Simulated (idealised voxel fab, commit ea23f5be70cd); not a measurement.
Proc. module: voxel ribs on slabs
Square cells of 5 nm make up the cross-section cut, whose width is 265 nm.
When this document writes out a cross-section, it uses a grid of square cells and lists it as bands, beginning at the top and moving down, with a band standing for one or more rows of cells. This entry defines a band. It first specifies the height of the band's top and the height of its bottom in nm, and then specifies the band's materials from left to right, stating each material with its width in nm. The word "all across" identifies a single material that fills the band from edge to edge, while the word "air" identifies empty space. Below 0: as-received wafer, all one material; heights counted from there. Lowest band: no bottom, goes on down, written "0 nm and below". Width: "30..40" (first number = top row, second number = bottom row, same change from row to row of cells). What does "nothing was modified" mean for a step? It means no cell of the cross-section changed in that step. The list in "Enclosed void list" covers empty spaces of 8 cells or more that cannot reach the top through any open way, and it gives each as width x height at distance; the distance is from the left edge, and width, height and distance are in nm. On a step's line, text after the settings is the simulator commenting on that step. overlay nm, on a step with a mask: how far to the right of its planned place the mask lay; to the left if negative.
## Process steps foreseen in the plan
1. RECEIVE [material Si]
2. DIRECTIONAL_DEP [material SiO2] [thk nm 20]
3. DIRECTIONAL_DEP [material SiN] [thk nm 25]
4. DIRECTIONAL_DEP [material aC] [thk nm 10]
5. PATTERN [tone cover] [mask id RIB] [material resist] [width nm 25] [thk nm 25] [overlay nm 0]
6. DIRECTIONAL_ETCH [etch materials aC] [depth nm 10]
7. STRIP [etch materials resist]
8. DIRECTIONAL_ETCH [etch materials SiN] [depth nm 20]
9. STRIP [etch materials aC]
10. MASKED_ETCH [tone cover] [mask id SLAB] [width nm 75] [etch materials SiN] [depth nm 5] [overlay nm 0]
11. FILL_DEP [material SiO2] [thk nm 15]
12. CMP [height nm 55]
13. DIRECTIONAL_DEP [material TiN] [thk nm 5]
14. MASKED_ETCH [tone cover] [mask id HEATER] [width nm 35] [etch materials TiN] [depth nm 5] [overlay nm 0]
15. CONFORMAL_DEP [material SiO2] [thk nm 5]
## On the first of the two wafers: run conducted according to plan
## The cross-section here shows the wafer as received, i.e. in its state after step 1
> 0 nm and below | Si all across
> Enclosed void list: none
## Cross-section: wafer state after step 2
> 20 nm to 0 nm | SiO2 all across
> Below 0 it's all the same as before, nothing changed down there.
## Cross-section: wafer state after step 3
> 45 nm to 20 nm | SiN all across
> Below 20 it's all the same as before, nothing changed down there.
## Cross-section: wafer state after step 4
> 55 nm to 45 nm | aC all across
> Below 45 it's all the same as before, nothing changed down there.
## Cross-section: wafer state after step 5
> 80 nm to 55 nm | air=120  resist=25  air=120
> Below 55 it's all the same as before, nothing changed down there.
## Cross-section: wafer state after step 6
> 70 nm to 55 nm | air=120  resist=25  air=120
> 55 nm to 45 nm | air=120  aC=25  air=120
> Below 45 it's all the same as before, nothing changed down there.
## Cross-section: wafer state after step 7
> 55 nm to 45 nm | air=120  aC=25  air=120
> Below 45 it's all the same as before, nothing changed down there.
## Cross-section: wafer state after step 8
> 55 nm to 45 nm | air=120  aC=25  air=120
> 45 nm to 25 nm | air=120  SiN=25  air=120
> Below 25 it's all the same as before, nothing changed down there.
## Cross-section: wafer state after step 9
> 45 nm to 25 nm | air=120  SiN=25  air=120
> Below 25 it's all the same as before, nothing changed down there.
## Cross-section: wafer state after step 10
> 45 nm to 25 nm | air=120  SiN=25  air=120
> 25 nm to 20 nm | air=95  SiN=75  air=95
> Below 20 it's all the same as before, nothing changed down there.
## Cross-section: wafer state after step 11
> 60 nm to 45 nm | SiO2 all across
> 45 nm to 25 nm | SiO2=120  SiN=25  SiO2=120
> 25 nm to 20 nm | SiO2=95  SiN=75  SiO2=95
> Below 20 it's all the same as before, nothing changed down there.
## Cross-section: wafer state after step 12
> 55 nm to 45 nm | SiO2 all across
> Below 45 it's all the same as before, nothing changed down there.
## Cross-section: wafer state after step 13
> 60 nm to 55 nm | TiN all across
> Below 55 it's all the same as before, nothing changed down there.
## Cross-section: wafer state after step 14
> 60 nm to 55 nm | air=115  TiN=35  air=115
> Below 55 it's all the same as before, nothing changed down there.
## Cross-section: wafer state after step 15
> 65 nm to 60 nm | air=110  SiO2=45  air=110
> 60 nm to 55 nm | SiO2=115  TiN=35  SiO2=115
> Below 55 it's all the same as before, nothing changed down there.
## What follows concerns the second wafer, which started out like the first and was meant to follow the very same plan; one mistake crept in when it was run, but everything up to and including step 13 is the same as for the first wafer
## Cross-section of the second wafer at the time by which step 14 should have been completed according to the plan
> 60 nm to 55 nm | air=120  TiN=30  air=115
> Below 55 it's all the same as before, nothing changed down there.
## Cross-section of the second wafer at the time by which step 15 should have been completed according to the plan
> 65 nm to 60 nm | air=115  SiO2=40  air=110
> 60 nm to 55 nm | SiO2=120  TiN=30  SiO2=115
> Below 55 it's all the same as before, nothing changed down there.
Error vs. plan: step 14 was run on a setting that differed from the plan, and what really ran there is MASKED_ETCH [tone cover] [mask id HEATER] [width nm 30] [etch materials TiN] [depth nm 5] [overlay nm 0]
Wrapping up, a cell-based count of both wafers puts the second over or under the first for these materials: TiN: 1 fewer
